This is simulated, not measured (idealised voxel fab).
voxel self aligned contacts: a process module
FYI the section here is cut, 290 nm wide, cells are 5 nm squares.
This document writes a cross-section as a grid whose cells are square, and gives it as bands, listed from the top down; one or more rows of cells form a band.
Top height, bottom height, nm. Materials left to right, width each, nm. Single material + "edge to edge" = fills band edge to edge. "blank" = empty.
It should be noted that heights are counted from 0, beneath which the wafer as supplied is of one material throughout, and that the lowest band possesses no lower boundary but continues downward, as written in "z 0 and below".
A two-number width, for instance "30->40", indicates that the width is equal to the first number in the top row of the band and to the second number in the bottom row, and that it changes by a constant amount per row of cells.
Where the words "no alteration" appear for a step, the cross-section shows no cell changed by that step; every cell remained as before.
Each empty space that has no open way to the top and spans at least 8 cells appears under "Closed empty spaces" as width x height at distance, the distance counted from the left edge, all in nm.
On a step's line, text after the settings is the simulator commenting on that step.
overlay nm: mask right of planned place by this much (step with mask). Neg. = left.
Quick note on how to read the rest: it's all pairs. You get the cross-section before a process step and the one after, but the after one only goes down as far as the lowest band that changed. The step in between, with its settings, sits under the pair. Heads up, the pairs can come from different runs of this module on the same starting wafer, so don't assume a pair picks up from the one above unless its "Before this step" entry says it does.
Before this step
> z 0 and below: Si edge to edge
> Closed empty spaces: none
Post-Step Snapshot
> z 5 to 0: SiO2 edge to edge
> Lower than 0, everything is as it was.
> Closed empty spaces: none
Between the two cross-sections you see above, the step is CONFORMAL_DEP: material SiO2, thk nm 5
Before this step: The pre-step condition corresponds to the post-step cross-section depicted in the pair directly above.
Post-Step Snapshot
> z 30 to 5: polySi edge to edge
> Lower than 5, everything is as it was.
> Closed empty spaces: none
Between the two cross-sections you see above, the step is DIRECTIONAL_DEP: material polySi, thk nm 25
Before this step: The pre-step condition corresponds to the post-step cross-section depicted in the pair directly above.
Post-Step Snapshot
> z 45 to 30: SiN edge to edge
> Lower than 30, everything is as it was.
> Closed empty spaces: none
Between the two cross-sections you see above, the step is DIRECTIONAL_DEP: material SiN, thk nm 15
Before this step: The pre-step condition corresponds to the post-step cross-section depicted in the pair directly above.
Post-Step Snapshot
> z 60 to 45: blank=95; resist=35; blank=25; resist=35; blank=100
> Lower than 45, everything is as it was.
> Closed empty spaces: none
Between the two cross-sections you see above, the step is PATTERN: tone cover, mask id GATE, material resist, width nm 35, pitch nm 60, thk nm 15, overlay nm 0
Before this step: The pre-step condition corresponds to the post-step cross-section depicted in the pair directly above.
Post-Step Snapshot
> z 60 to 45: blank=95; resist=35; blank=25; resist=35; blank=100
> z 45 to 30: blank=95; SiN=35; blank=25; SiN=35; blank=100
> Lower than 30, everything is as it was.
> Closed empty spaces: none
Between the two cross-sections you see above, the step is DIRECTIONAL_ETCH: etch materials SiN, depth nm 15
Before this step: The pre-step condition corresponds to the post-step cross-section depicted in the pair directly above.
Post-Step Snapshot
> z 60 to 45: blank=95; resist=35; blank=25; resist=35; blank=100
> z 45 to 30: blank=95; SiN=35; blank=25; SiN=35; blank=100
> z 30 to 5: blank=95; polySi=35; blank=25; polySi=35; blank=100
> Lower than 5, everything is as it was.
> Closed empty spaces: none
Between the two cross-sections you see above, the step is DIRECTIONAL_ETCH: etch materials polySi, depth nm 25
Before this step: The pre-step condition corresponds to the post-step cross-section depicted in the pair directly above.
Post-Step Snapshot
> z 45 to 30: blank=95; SiN=35; blank=25; SiN=35; blank=100
> Lower than 30, everything is as it was.
> Closed empty spaces: none
Between the two cross-sections you see above, the step is STRIP: etch materials resist
Before this step: The pre-step condition corresponds to the post-step cross-section depicted in the pair directly above.
Post-Step Snapshot
> z 50 to 30: blank=90; SiN=45; blank=15; SiN=45; blank=95
> z 30 to 10: blank=90; SiN=5; polySi=35; SiN=5; blank=15; SiN=5; polySi=35; SiN=5; blank=95
> z 10 to 5: SiN=95; polySi=35; SiN=25; polySi=35; SiN=100
> Lower than 5, everything is as it was.
> Closed empty spaces: none
Between the two cross-sections you see above, the step is CONFORMAL_DEP: material SiN, thk nm 5
Before this step: The pre-step condition corresponds to the post-step cross-section depicted in the pair directly above.
Post-Step Snapshot
> z 45 to 30: blank=90; SiN=45; blank=15; SiN=45; blank=95
> z 30 to 5: blank=90; SiN=5; polySi=35; SiN=5; blank=15; SiN=5; polySi=35; SiN=5; blank=95
> Lower than 5, everything is as it was.
> Closed empty spaces: none
Between the two cross-sections you see above, the step is DIRECTIONAL_ETCH: etch materials SiN, depth nm 5
Before this step: The pre-step condition corresponds to the post-step cross-section depicted in the pair directly above.
Post-Step Snapshot
> z 65 to 45: SiO2 edge to edge
> z 45 to 30: SiO2=90; SiN=45; SiO2=15; SiN=45; SiO2=95
> z 30 to 5: SiO2=90; SiN=5; polySi=35; SiN=5; SiO2=15; SiN=5; polySi=35; SiN=5; SiO2=95
> Lower than 5, everything is as it was.
> Closed empty spaces: none
Between the two cross-sections you see above, the step is FILL_DEP: material SiO2, thk nm 20
Before this step: The pre-step condition corresponds to the post-step cross-section depicted in the pair directly above.
Post-Step Snapshot
> z 55 to 45: SiO2 edge to edge
> Lower than 45, everything is as it was.
> Closed empty spaces: none
Between the two cross-sections you see above, the step is CMP: height nm 55
Before this step: The pre-step condition corresponds to the post-step cross-section depicted in the pair directly above.
Post-Step Snapshot
> z 70 to 55: aC edge to edge
> Lower than 55, everything is as it was.
> Closed empty spaces: none
Between the two cross-sections you see above, the step is DIRECTIONAL_DEP: material aC, thk nm 15
Before this step: The pre-step condition corresponds to the post-step cross-section depicted in the pair directly above.
Post-Step Snapshot
> z 105 to 70: resist=125; blank=35; resist=130
> Lower than 70, everything is as it was.
> Closed empty spaces: none
Between the two cross-sections you see above, the step is PATTERN: tone open, mask id CONTACT, material resist, width nm 35, thk nm 35, overlay nm 0
Before this step: The pre-step condition corresponds to the post-step cross-section depicted in the pair directly above.
Post-Step Snapshot
> z 90 to 70: resist=125; blank=35; resist=130
> z 70 to 55: aC=125; blank=35; aC=130
> Lower than 55, everything is as it was.
> Closed empty spaces: none
Between the two cross-sections you see above, the step is DIRECTIONAL_ETCH: etch materials aC, depth nm 15
Before this step: The pre-step condition corresponds to the post-step cross-section depicted in the pair directly above.
Post-Step Snapshot
> z 70 to 55: aC=125; blank=35; aC=130
> Lower than 55, everything is as it was.
> Closed empty spaces: none
Between the two cross-sections you see above, the step is STRIP: etch materials resist
Before this step: The pre-step condition corresponds to the post-step cross-section depicted in the pair directly above.
Post-Step Snapshot
> z 70 to 55: aC=125; blank=35; aC=130
> z 55 to 45: SiO2=125; blank=35; SiO2=130
> z 45 to 30: SiO2=90; SiN=45; blank=15; SiN=45; SiO2=95
> z 30 to 5: SiO2=90; SiN=5; polySi=35; SiN=5; blank=15; SiN=5; polySi=35; SiN=5; SiO2=95
> z 5 to 0: SiO2=135; blank=15; SiO2=140
> Lower than 0, everything is as it was.
> Closed empty spaces: none
Between the two cross-sections you see above, the step is DIRECTIONAL_ETCH: etch materials SiO2, depth nm 55
Before this step: The pre-step condition corresponds to the post-step cross-section depicted in the pair directly above.
Post-Step Snapshot
> z 55 to 45: SiO2=125; blank=35; SiO2=130
> Lower than 45, everything is as it was.
> Closed empty spaces: none
Between the two cross-sections you see above, the step is STRIP: etch materials aC
Before this step: The pre-step condition corresponds to the post-step cross-section depicted in the pair directly above.
Post-Step Snapshot
> z 60 to 55: TiN=130; blank=25; TiN=135
> z 55 to 45: SiO2=125; TiN=5->15; blank=25->5; TiN=5->15; SiO2=130
> z 45 to 30: SiO2=90; SiN=45; TiN=5; blank=5; TiN=5; SiN=45; SiO2=95
> z 30 to 5: SiO2=90; SiN=5; polySi=35; SiN=5; TiN=5; blank=5; TiN=5; SiN=5; polySi=35; SiN=5; SiO2=95
> z 5 to 0: SiO2=135; TiN=15; SiO2=140
> Lower than 0, everything is as it was.
> Closed empty spaces: none
Between the two cross-sections you see above, the step is CONFORMAL_DEP: material TiN, thk nm 5
Before this step: The pre-step condition corresponds to the post-step cross-section depicted in the pair directly above.
Post-Step Snapshot
> z 70 to 60: Ru edge to edge
> z 60 to 55: TiN=130; Ru=25; TiN=135
> z 55 to 45: SiO2=125; TiN=5->15; Ru=25->5; TiN=5->15; SiO2=130
> z 45 to 30: SiO2=90; SiN=45; TiN=5; Ru=5; TiN=5; SiN=45; SiO2=95
> z 30 to 5: SiO2=90; SiN=5; polySi=35; SiN=5; TiN=5; Ru=5; TiN=5; SiN=5; polySi=35; SiN=5; SiO2=95
> Lower than 5, everything is as it was.
> Closed empty spaces: none
Between the two cross-sections you see above, the step is FILL_DEP: material Ru, thk nm 10
Before this step: The pre-step condition corresponds to the post-step cross-section depicted in the pair directly above.
Post-Step Snapshot
> z 55 to 45: SiO2=125; TiN=5->15; Ru=25->5; TiN=5->15; SiO2=130
> Lower than 45, everything is as it was.
> Closed empty spaces: none
Between the two cross-sections you see above, the step is CMP: height nm 55
Before this step: The pre-step condition corresponds to the post-step cross-section depicted in the pair directly above.
Post-Step Snapshot
> z 60 to 55: SiCN edge to edge
> Lower than 55, everything is as it was.
> Closed empty spaces: none
Between the two cross-sections you see above, the step is CONFORMAL_DEP: material SiCN, thk nm 5
Before this step
> z 45 to 30: blank=95; SiN=35; blank=25; SiN=35; blank=100
> z 30 to 5: blank=95; polySi=35; blank=25; polySi=35; blank=100
> z 5 to 0: SiO2 edge to edge
> z 0 and below: Si edge to edge
> Closed empty spaces: none
Post-Step Snapshot
> z 40 to 30: blank=95; SiN=35; blank=25; SiN=35; blank=100
> Lower than 30, everything is as it was.
> Closed empty spaces: none
Between the two cross-sections you see above, the step is DIRECTIONAL_ETCH: etch materials SiN, depth nm 5
Before this step: The pre-step condition corresponds to the post-step cross-section depicted in the pair directly above.
Post-Step Snapshot
> z 60 to 40: SiO2 edge to edge
> z 40 to 30: SiO2=95; SiN=35; SiO2=25; SiN=35; SiO2=100
> z 30 to 5: SiO2=95; polySi=35; SiO2=25; polySi=35; SiO2=100
> Lower than 5, everything is as it was.
> Closed empty spaces: none
Between the two cross-sections you see above, the step is FILL_DEP: material SiO2, thk nm 20
Before this step: The pre-step condition corresponds to the post-step cross-section depicted in the pair directly above.
Post-Step Snapshot
> z 55 to 40: SiO2 edge to edge
> Lower than 40, everything is as it was.
> Closed empty spaces: none
Between the two cross-sections you see above, the step is CMP: height nm 55
Before this step: The pre-step condition corresponds to the post-step cross-section depicted in the pair directly above.
Post-Step Snapshot
> z 70 to 55: aC edge to edge
> Lower than 55, everything is as it was.
> Closed empty spaces: none
Between the two cross-sections you see above, the step is DIRECTIONAL_DEP: material aC, thk nm 15
Before this step: The pre-step condition corresponds to the post-step cross-section depicted in the pair directly above.
Post-Step Snapshot
> z 105 to 70: resist=125; blank=35; resist=130
> Lower than 70, everything is as it was.
> Closed empty spaces: none
Between the two cross-sections you see above, the step is PATTERN: tone open, mask id CONTACT, material resist, width nm 35, thk nm 35, overlay nm 0
Before this step: The pre-step condition corresponds to the post-step cross-section depicted in the pair directly above.
Post-Step Snapshot
> z 90 to 70: resist=125; blank=35; resist=130
> z 70 to 55: aC=125; blank=35; aC=130
> Lower than 55, everything is as it was.
> Closed empty spaces: none
Between the two cross-sections you see above, the step is DIRECTIONAL_ETCH: etch materials aC, depth nm 15
Before this step: The pre-step condition corresponds to the post-step cross-section depicted in the pair directly above.
Post-Step Snapshot
> z 70 to 55: aC=125; blank=35; aC=130
> Lower than 55, everything is as it was.
> Closed empty spaces: none
Between the two cross-sections you see above, the step is STRIP: etch materials resist
Before this step: The pre-step condition corresponds to the post-step cross-section depicted in the pair directly above.
Post-Step Snapshot
> z 70 to 55: aC=125; blank=35; aC=130
> z 55 to 40: SiO2=125; blank=35; SiO2=130
> z 40 to 30: SiO2=95; SiN=35; blank=25; SiN=35; SiO2=100
> z 30 to 5: SiO2=95; polySi=35; blank=25; polySi=35; SiO2=100
> z 5 to 0: SiO2=130; blank=25; SiO2=135
> Lower than 0, everything is as it was.
> Closed empty spaces: none
Between the two cross-sections you see above, the step is DIRECTIONAL_ETCH: etch materials SiO2, depth nm 55
Before this step: The pre-step condition corresponds to the post-step cross-section depicted in the pair directly above.
Post-Step Snapshot
> z 55 to 40: SiO2=125; blank=35; SiO2=130
> Lower than 40, everything is as it was.
> Closed empty spaces: none
Between the two cross-sections you see above, the step is STRIP: etch materials aC
Before this step: The pre-step condition corresponds to the post-step cross-section depicted in the pair directly above.
Post-Step Snapshot
> z 60 to 55: TiN=130; blank=25; TiN=135
> z 55 to 45: SiO2=125; TiN=5; blank=25; TiN=5; SiO2=130
> z 45 to 40: SiO2=125; TiN=10; blank=15; TiN=10; SiO2=130
> z 40 to 30: SiO2=95; SiN=35; TiN=5; blank=15; TiN=5; SiN=35; SiO2=100
> z 30 to 5: SiO2=95; polySi=35; TiN=5; blank=15; TiN=5; polySi=35; SiO2=100
> z 5 to 0: SiO2=130; TiN=25; SiO2=135
> Lower than 0, everything is as it was.
> Closed empty spaces: none
Between the two cross-sections you see above, the step is CONFORMAL_DEP: material TiN, thk nm 5
Before this step: The pre-step condition corresponds to the post-step cross-section depicted in the pair directly above.
Post-Step Snapshot
> z 70 to 60: Ru edge to edge
> z 60 to 55: TiN=130; Ru=25; TiN=135
> z 55 to 45: SiO2=125; TiN=5; Ru=25; TiN=5; SiO2=130
> z 45 to 40: SiO2=125; TiN=10; Ru=15; TiN=10; SiO2=130
> z 40 to 30: SiO2=95; SiN=35; TiN=5; Ru=15; TiN=5; SiN=35; SiO2=100
> z 30 to 5: SiO2=95; polySi=35; TiN=5; Ru=15; TiN=5; polySi=35; SiO2=100
> Lower than 5, everything is as it was.
> Closed empty spaces: none
Between the two cross-sections you see above, the step is FILL_DEP: material Ru, thk nm 10
Before this step: The pre-step condition corresponds to the post-step cross-section depicted in the pair directly above.
Post-Step Snapshot
> z 55 to 45: SiO2=125; TiN=5; Ru=25; TiN=5; SiO2=130
> Lower than 45, everything is as it was.
> Closed empty spaces: none
Between the two cross-sections you see above, the step is CMP: height nm 55
Before this step: The pre-step condition corresponds to the post-step cross-section depicted in the pair directly above.
Post-Step Snapshot
> z 60 to 55: SiCN edge to edge
> Lower than 55, everything is as it was.
> Closed empty spaces: none
Between the two cross-sections you see above, the step is CONFORMAL_DEP: material SiCN, thk nm 5
Before this step
> z 45 to 30: SiN edge to edge
> z 30 to 5: polySi edge to edge
> z 5 to 0: SiO2 edge to edge
> z 0 and below: Si edge to edge
> Closed empty spaces: none
Post-Step Snapshot
> z 60 to 30: SiN edge to edge
> Lower than 30, everything is as it was.
> Closed empty spaces: none
Between the two cross-sections you see above, the step is DIRECTIONAL_DEP: material SiN, thk nm 15
Before this step: The pre-step condition corresponds to the post-step cross-section depicted in the pair directly above.
Post-Step Snapshot
> z 75 to 60: blank=95; resist=35; blank=25; resist=35; blank=100
> Lower than 60, everything is as it was.
> Closed empty spaces: none
Between the two cross-sections you see above, the step is PATTERN: tone cover, mask id GATE, material resist, width nm 35, pitch nm 60, thk nm 15, overlay nm 0
Before this step: The pre-step condition corresponds to the post-step cross-section depicted in the pair directly above.
Post-Step Snapshot
> z 75 to 60: blank=95; resist=35; blank=25; resist=35; blank=100
> z 60 to 45: blank=95; SiN=35; blank=25; SiN=35; blank=100
> Lower than 45, everything is as it was.
> Closed empty spaces: none
Between the two cross-sections you see above, the step is DIRECTIONAL_ETCH: etch materials SiN, depth nm 15
Before this step: The pre-step condition corresponds to the post-step cross-section depicted in the pair directly above.
Post-Step Snapshot
> z 60 to 45: blank=95; SiN=35; blank=25; SiN=35; blank=100
> Lower than 45, everything is as it was.
> Closed empty spaces: none
Between the two cross-sections you see above, the step is STRIP: etch materials resist
Before this step: The pre-step condition corresponds to the post-step cross-section depicted in the pair directly above.
Post-Step Snapshot
> z 65 to 50: blank=90; SiN=45; blank=15; SiN=45; blank=95
> z 50 to 30: SiN edge to edge
> Lower than 30, everything is as it was.
> Closed empty spaces: none
Between the two cross-sections you see above, the step is CONFORMAL_DEP: material SiN, thk nm 5
Before this step: The pre-step condition corresponds to the post-step cross-section depicted in the pair directly above.
Post-Step Snapshot
> z 60 to 45: blank=90; SiN=45; blank=15; SiN=45; blank=95
> Lower than 45, everything is as it was.
> Closed empty spaces: none
Between the two cross-sections you see above, the step is DIRECTIONAL_ETCH: etch materials SiN, depth nm 5
Before this step: The pre-step condition corresponds to the post-step cross-section depicted in the pair directly above.
Post-Step Snapshot
> z 80 to 60: SiO2 edge to edge
> z 60 to 45: SiO2=90; SiN=45; SiO2=15; SiN=45; SiO2=95
> Lower than 45, everything is as it was.
> Closed empty spaces: none
Between the two cross-sections you see above, the step is FILL_DEP: material SiO2, thk nm 20
Before this step: The pre-step condition corresponds to the post-step cross-section depicted in the pair directly above.
Post-Step Snapshot
> z 55 to 45: SiO2=90; SiN=45; SiO2=15; SiN=45; SiO2=95
> Lower than 45, everything is as it was.
> Closed empty spaces: none
Between the two cross-sections you see above, the step is CMP: height nm 55
Before this step: The pre-step condition corresponds to the post-step cross-section depicted in the pair directly above.
Post-Step Snapshot
> z 70 to 55: aC edge to edge
> Lower than 55, everything is as it was.
> Closed empty spaces: none
Between the two cross-sections you see above, the step is DIRECTIONAL_DEP: material aC, thk nm 15
Before this step: The pre-step condition corresponds to the post-step cross-section depicted in the pair directly above.
Post-Step Snapshot
> z 105 to 70: resist=125; blank=35; resist=130
> Lower than 70, everything is as it was.
> Closed empty spaces: none
Between the two cross-sections you see above, the step is PATTERN: tone open, mask id CONTACT, material resist, width nm 35, thk nm 35, overlay nm 0
Before this step: The pre-step condition corresponds to the post-step cross-section depicted in the pair directly above.
Post-Step Snapshot
> z 90 to 70: resist=125; blank=35; resist=130
> z 70 to 55: aC=125; blank=35; aC=130
> Lower than 55, everything is as it was.
> Closed empty spaces: none
Between the two cross-sections you see above, the step is DIRECTIONAL_ETCH: etch materials aC, depth nm 15
Before this step: The pre-step condition corresponds to the post-step cross-section depicted in the pair directly above.
Post-Step Snapshot
> z 70 to 55: aC=125; blank=35; aC=130
> Lower than 55, everything is as it was.
> Closed empty spaces: none
Between the two cross-sections you see above, the step is STRIP: etch materials resist
Before this step: The pre-step condition corresponds to the post-step cross-section depicted in the pair directly above.
Post-Step Snapshot
> z 70 to 55: aC=125; blank=35; aC=130
> z 55 to 45: SiO2=90; SiN=45; blank=15; SiN=45; SiO2=95
> Lower than 45, everything is as it was.
> Closed empty spaces: none
Between the two cross-sections you see above, the step is DIRECTIONAL_ETCH: etch materials SiO2, depth nm 55
Before this step: The pre-step condition corresponds to the post-step cross-section depicted in the pair directly above.
Post-Step Snapshot
> z 55 to 45: SiO2=90; SiN=45; blank=15; SiN=45; SiO2=95
> Lower than 45, everything is as it was.
> Closed empty spaces: none
Between the two cross-sections you see above, the step is STRIP: etch materials aC
Before this step: The pre-step condition corresponds to the post-step cross-section depicted in the pair directly above.
Post-Step Snapshot
> z 60 to 55: TiN=140; blank=5; TiN=145
> z 55 to 50: SiO2=90; SiN=45; TiN=5; blank=5; TiN=5; SiN=45; SiO2=95
> z 50 to 45: SiO2=90; SiN=45; TiN=15; SiN=45; SiO2=95
> Lower than 45, everything is as it was.
> Closed empty spaces: none
Between the two cross-sections you see above, the step is CONFORMAL_DEP: material TiN, thk nm 5
Before this step: The pre-step condition corresponds to the post-step cross-section depicted in the pair directly above.
Post-Step Snapshot
> z 70 to 60: Ru edge to edge
> z 60 to 55: TiN=140; Ru=5; TiN=145
> z 55 to 50: SiO2=90; SiN=45; TiN=5; Ru=5; TiN=5; SiN=45; SiO2=95
> Lower than 50, everything is as it was.
> Closed empty spaces: none
Between the two cross-sections you see above, the step is FILL_DEP: material Ru, thk nm 10
Before this step: The pre-step condition corresponds to the post-step cross-section depicted in the pair directly above.
Post-Step Snapshot
> z 55 to 50: SiO2=90; SiN=45; TiN=5; Ru=5; TiN=5; SiN=45; SiO2=95
> Lower than 50, everything is as it was.
> Closed empty spaces: none
Between the two cross-sections you see above, the step is CMP: height nm 55
Before this step: The pre-step condition corresponds to the post-step cross-section depicted in the pair directly above.
Post-Step Snapshot
> z 60 to 55: SiCN edge to edge
> Lower than 55, everything is as it was.
> Closed empty spaces: none
Between the two cross-sections you see above, the step is CONFORMAL_DEP: material SiCN, thk nm 5
Before this step
> z 40 to 30: blank=95; SiN=35; blank=25; SiN=35; blank=100
> z 30 to 5: blank=95; polySi=35; blank=25; polySi=35; blank=100
> z 5 to 0: SiO2 edge to edge
> z 0 and below: Si edge to edge
> Closed empty spaces: none
Post-Step Snapshot
> z 45 to 30: blank=90; SiN=45; blank=15; SiN=45; blank=95
> z 30 to 10: blank=90; SiN=5; polySi=35; SiN=5; blank=15; SiN=5; polySi=35; SiN=5; blank=95
> z 10 to 5: SiN=95; polySi=35; SiN=25; polySi=35; SiN=100
> Lower than 5, everything is as it was.
> Closed empty spaces: none
Between the two cross-sections you see above, the step is CONFORMAL_DEP: material SiN, thk nm 5
Before this step: The pre-step condition corresponds to the post-step cross-section depicted in the pair directly above.
Post-Step Snapshot
> z 65 to 45: SiO2 edge to edge
> z 45 to 30: SiO2=90; SiN=45; SiO2=15; SiN=45; SiO2=95
> z 30 to 10: SiO2=90; SiN=5; polySi=35; SiN=5; SiO2=15; SiN=5; polySi=35; SiN=5; SiO2=95
> Lower than 10, everything is as it was.
> Closed empty spaces: none
Between the two cross-sections you see above, the step is FILL_DEP: material SiO2, thk nm 20
Before this step: The pre-step condition corresponds to the post-step cross-section depicted in the pair directly above.
Post-Step Snapshot
> z 55 to 45: SiO2 edge to edge
> Lower than 45, everything is as it was.
> Closed empty spaces: none
Between the two cross-sections you see above, the step is CMP: height nm 55
Before this step: The pre-step condition corresponds to the post-step cross-section depicted in the pair directly above.
Post-Step Snapshot
> z 70 to 55: aC edge to edge
> Lower than 55, everything is as it was.
> Closed empty spaces: none
Between the two cross-sections you see above, the step is DIRECTIONAL_DEP: material aC, thk nm 15
Before this step: The pre-step condition corresponds to the post-step cross-section depicted in the pair directly above.
Post-Step Snapshot
> z 105 to 70: resist=125; blank=35; resist=130
> Lower than 70, everything is as it was.
> Closed empty spaces: none
Between the two cross-sections you see above, the step is PATTERN: tone open, mask id CONTACT, material resist, width nm 35, thk nm 35, overlay nm 0
Before this step: The pre-step condition corresponds to the post-step cross-section depicted in the pair directly above.
Post-Step Snapshot
> z 90 to 70: resist=125; blank=35; resist=130
> z 70 to 55: aC=125; blank=35; aC=130
> Lower than 55, everything is as it was.
> Closed empty spaces: none
Between the two cross-sections you see above, the step is DIRECTIONAL_ETCH: etch materials aC, depth nm 15
Before this step: The pre-step condition corresponds to the post-step cross-section depicted in the pair directly above.
Post-Step Snapshot
> z 70 to 55: aC=125; blank=35; aC=130
> Lower than 55, everything is as it was.
> Closed empty spaces: none
Between the two cross-sections you see above, the step is STRIP: etch materials resist
Before this step: The pre-step condition corresponds to the post-step cross-section depicted in the pair directly above.
Post-Step Snapshot
> z 70 to 55: aC=125; blank=35; aC=130
> z 55 to 45: SiO2=125; blank=35; SiO2=130
> z 45 to 30: SiO2=90; SiN=45; blank=15; SiN=45; SiO2=95
> z 30 to 10: SiO2=90; SiN=5; polySi=35; SiN=5; blank=15; SiN=5; polySi=35; SiN=5; SiO2=95
> Lower than 10, everything is as it was.
> Closed empty spaces: none
Between the two cross-sections you see above, the step is DIRECTIONAL_ETCH: etch materials SiO2, depth nm 55
Before this step: The pre-step condition corresponds to the post-step cross-section depicted in the pair directly above.
Post-Step Snapshot
> z 55 to 45: SiO2=125; blank=35; SiO2=130
> Lower than 45, everything is as it was.
> Closed empty spaces: none
Between the two cross-sections you see above, the step is STRIP: etch materials aC
Before this step: The pre-step condition corresponds to the post-step cross-section depicted in the pair directly above.
Post-Step Snapshot
> z 60 to 55: TiN=130; blank=25; TiN=135
> z 55 to 45: SiO2=125; TiN=5->15; blank=25->5; TiN=5->15; SiO2=130
> z 45 to 30: SiO2=90; SiN=45; TiN=5; blank=5; TiN=5; SiN=45; SiO2=95
> z 30 to 15: SiO2=90; SiN=5; polySi=35; SiN=5; TiN=5; blank=5; TiN=5; SiN=5; polySi=35; SiN=5; SiO2=95
> z 15 to 10: SiO2=90; SiN=5; polySi=35; SiN=5; TiN=15; SiN=5; polySi=35; SiN=5; SiO2=95
> Lower than 10, everything is as it was.
> Closed empty spaces: none
Between the two cross-sections you see above, the step is CONFORMAL_DEP: material TiN, thk nm 5
Before this step: The pre-step condition corresponds to the post-step cross-section depicted in the pair directly above.
Post-Step Snapshot
> z 70 to 60: Ru edge to edge
> z 60 to 55: TiN=130; Ru=25; TiN=135
> z 55 to 45: SiO2=125; TiN=5->15; Ru=25->5; TiN=5->15; SiO2=130
> z 45 to 30: SiO2=90; SiN=45; TiN=5; Ru=5; TiN=5; SiN=45; SiO2=95
> z 30 to 15: SiO2=90; SiN=5; polySi=35; SiN=5; TiN=5; Ru=5; TiN=5; SiN=5; polySi=35; SiN=5; SiO2=95
> Lower than 15, everything is as it was.
> Closed empty spaces: none
Between the two cross-sections you see above, the step is FILL_DEP: material Ru, thk nm 10
Before this step: The pre-step condition corresponds to the post-step cross-section depicted in the pair directly above.
Post-Step Snapshot
> z 55 to 45: SiO2=125; TiN=5->15; Ru=25->5; TiN=5->15; SiO2=130
> Lower than 45, everything is as it was.
> Closed empty spaces: none
Between the two cross-sections you see above, the step is CMP: height nm 55
Before this step: The pre-step condition corresponds to the post-step cross-section depicted in the pair directly above.
Post-Step Snapshot
> z 60 to 55: SiCN edge to edge
> Lower than 55, everything is as it was.
> Closed empty spaces: none
Between the two cross-sections you see above, the step is CONFORMAL_DEP: material SiCN, thk nm 5
Before this step
> z 60 to 45: blank=95; resist=35; blank=25; resist=35; blank=100
> z 45 to 30: SiN edge to edge
> z 30 to 5: polySi edge to edge
> z 5 to 0: SiO2 edge to edge
> z 0 and below: Si edge to edge
> Closed empty spaces: none
Post-Step Snapshot
> z 60 to 45: blank=95; resist=35; blank=25; resist=35; blank=100
> z 45 to 35: blank=95; SiN=35; blank=25; SiN=35; blank=100
> Lower than 35, everything is as it was.
> Closed empty spaces: none
Between the two cross-sections you see above, the step is DIRECTIONAL_ETCH: etch materials SiN, depth nm 10
Before this step: The pre-step condition corresponds to the post-step cross-section depicted in the pair directly above.
Post-Step Snapshot
> z 45 to 35: blank=95; SiN=35; blank=25; SiN=35; blank=100
> Lower than 35, everything is as it was.
> Closed empty spaces: none
Between the two cross-sections you see above, the step is STRIP: etch materials resist
Before this step: The pre-step condition corresponds to the post-step cross-section depicted in the pair directly above.
Post-Step Snapshot
> z 50 to 40: blank=90; SiN=45; blank=15; SiN=45; blank=95
> z 40 to 30: SiN edge to edge
> Lower than 30, everything is as it was.
> Closed empty spaces: none
Between the two cross-sections you see above, the step is CONFORMAL_DEP: material SiN, thk nm 5
Before this step: The pre-step condition corresponds to the post-step cross-section depicted in the pair directly above.
Post-Step Snapshot
> z 45 to 35: blank=90; SiN=45; blank=15; SiN=45; blank=95
> Lower than 35, everything is as it was.
> Closed empty spaces: none
Between the two cross-sections you see above, the step is DIRECTIONAL_ETCH: etch materials SiN, depth nm 5
Before this step: The pre-step condition corresponds to the post-step cross-section depicted in the pair directly above.
Post-Step Snapshot
> z 65 to 45: SiO2 edge to edge
> z 45 to 35: SiO2=90; SiN=45; SiO2=15; SiN=45; SiO2=95
> Lower than 35, everything is as it was.
> Closed empty spaces: none
Between the two cross-sections you see above, the step is FILL_DEP: material SiO2, thk nm 20
Before this step: The pre-step condition corresponds to the post-step cross-section depicted in the pair directly above.
Post-Step Snapshot
> z 55 to 45: SiO2 edge to edge
> Lower than 45, everything is as it was.
> Closed empty spaces: none
Between the two cross-sections you see above, the step is CMP: height nm 55
Before this step: The pre-step condition corresponds to the post-step cross-section depicted in the pair directly above.
Post-Step Snapshot
> z 70 to 55: aC edge to edge
> Lower than 55, everything is as it was.
> Closed empty spaces: none
Between the two cross-sections you see above, the step is DIRECTIONAL_DEP: material aC, thk nm 15
Before this step: The pre-step condition corresponds to the post-step cross-section depicted in the pair directly above.
Post-Step Snapshot
> z 105 to 70: resist=125; blank=35; resist=130
> Lower than 70, everything is as it was.
> Closed empty spaces: none
Between the two cross-sections you see above, the step is PATTERN: tone open, mask id CONTACT, material resist, width nm 35, thk nm 35, overlay nm 0
Before this step: The pre-step condition corresponds to the post-step cross-section depicted in the pair directly above.
Post-Step Snapshot
> z 90 to 70: resist=125; blank=35; resist=130
> z 70 to 55: aC=125; blank=35; aC=130
> Lower than 55, everything is as it was.
> Closed empty spaces: none
Between the two cross-sections you see above, the step is DIRECTIONAL_ETCH: etch materials aC, depth nm 15
Before this step: The pre-step condition corresponds to the post-step cross-section depicted in the pair directly above.
Post-Step Snapshot
> z 70 to 55: aC=125; blank=35; aC=130
> Lower than 55, everything is as it was.
> Closed empty spaces: none
Between the two cross-sections you see above, the step is STRIP: etch materials resist
Before this step: The pre-step condition corresponds to the post-step cross-section depicted in the pair directly above.
Post-Step Snapshot
> z 70 to 55: aC=125; blank=35; aC=130
> z 55 to 45: SiO2=125; blank=35; SiO2=130
> z 45 to 35: SiO2=90; SiN=45; blank=15; SiN=45; SiO2=95
> Lower than 35, everything is as it was.
> Closed empty spaces: none
Between the two cross-sections you see above, the step is DIRECTIONAL_ETCH: etch materials SiO2, depth nm 55
Before this step: The pre-step condition corresponds to the post-step cross-section depicted in the pair directly above.
Post-Step Snapshot
> z 55 to 45: SiO2=125; blank=35; SiO2=130
> Lower than 45, everything is as it was.
> Closed empty spaces: none
Between the two cross-sections you see above, the step is STRIP: etch materials aC
Before this step: The pre-step condition corresponds to the post-step cross-section depicted in the pair directly above.
Post-Step Snapshot
> z 60 to 55: TiN=130; blank=25; TiN=135
> z 55 to 45: SiO2=125; TiN=5->15; blank=25->5; TiN=5->15; SiO2=130
> z 45 to 40: SiO2=90; SiN=45; TiN=5; blank=5; TiN=5; SiN=45; SiO2=95
> z 40 to 35: SiO2=90; SiN=45; TiN=15; SiN=45; SiO2=95
> Lower than 35, everything is as it was.
> Closed empty spaces: none
Between the two cross-sections you see above, the step is CONFORMAL_DEP: material TiN, thk nm 5
